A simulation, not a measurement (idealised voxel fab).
Process module in this document: voxel lift off
Cross-section cut spans 165 nm and uses square cells 5 nm in size.
A cross-section is written here as square cells arranged in a grid, and it is given in bands from the top down, each band taking up one or more rows of cells.
In this notation a band is specified by the heights of its top and bottom, in that order and in nm, after which its materials appear from left to right, each paired with its width in nm. The word "edge to edge" attached to a single material means that material fills the band from edge to edge; the word "empty" stands for empty space.
Convention: height 0 is the level below which the wafer, as received, is all one material. The lowest band does not terminate at the bottom but continues downward, represented as "0..down".
The two numbers in a width such as "30..40" mark its ends across the band: the first belongs to the top row of cells, the second to the bottom row, and from each row to the next the width moves by the same amount.
When a step is marked "no change", none of the cells in the cross-section changed during that step.
Under "Enclosed void list" you'll find the enclosed gaps, the ones with no way out to the top, that are 8 cells or bigger; each reads width x height at distance, with distance counted from the left edge, everything in nm.
It should be noted that, on the line of a given step, the content following the step's settings is a remark produced by the simulator itself with respect to that step.
overlay nm, on a step with a mask: how far to the right of its planned place the mask lay; to the left if negative

THE PROCESS STEPS THAT WERE PLANNED ARE LISTED BELOW
- 1: RECEIVE | material Si
- 2: CONFORMAL_DEP | material Al2O3 | thk nm 5
- 3: PATTERN | tone open | mask id LINES | material resist | width nm 15 | pitch nm 45 | thk nm 20 | overlay nm 0
- 4: DIRECTIONAL_DEP | material Ru | thk nm 5
- 5: STRIP | etch materials resist
- 6: CONFORMAL_DEP | material SiCN | thk nm 5

SO THIS IS THE INCOMING WAFER IN CROSS-SECTION - IT'S ALREADY BEEN THROUGH STEP 1
	0..down: Si edge to edge
	Enclosed void list: none

END STATE OF THE MODULE IN CROSS-SECTION, GIVEN THE ABOVE STARTING POINT AND PLAN AND ONE MISTAKE IN EXECUTION
	15..10: empty 40 nm, SiCN 35 nm, empty 10 nm, SiCN 35 nm, empty 45 nm
	10..5: SiCN 45 nm, Ru 25 nm, SiCN 20 nm, Ru 25 nm, SiCN 50 nm
	5..0: Al2O3 edge to edge
	0..down: Si edge to edge
	Enclosed void list: none
Nonconformance to the process plan: heads up, step 3 didn't go per plan, it actually ran as PATTERN | tone open | mask id LINES | material resist | width nm 25 | pitch nm 45 | thk nm 20 | overlay nm 0
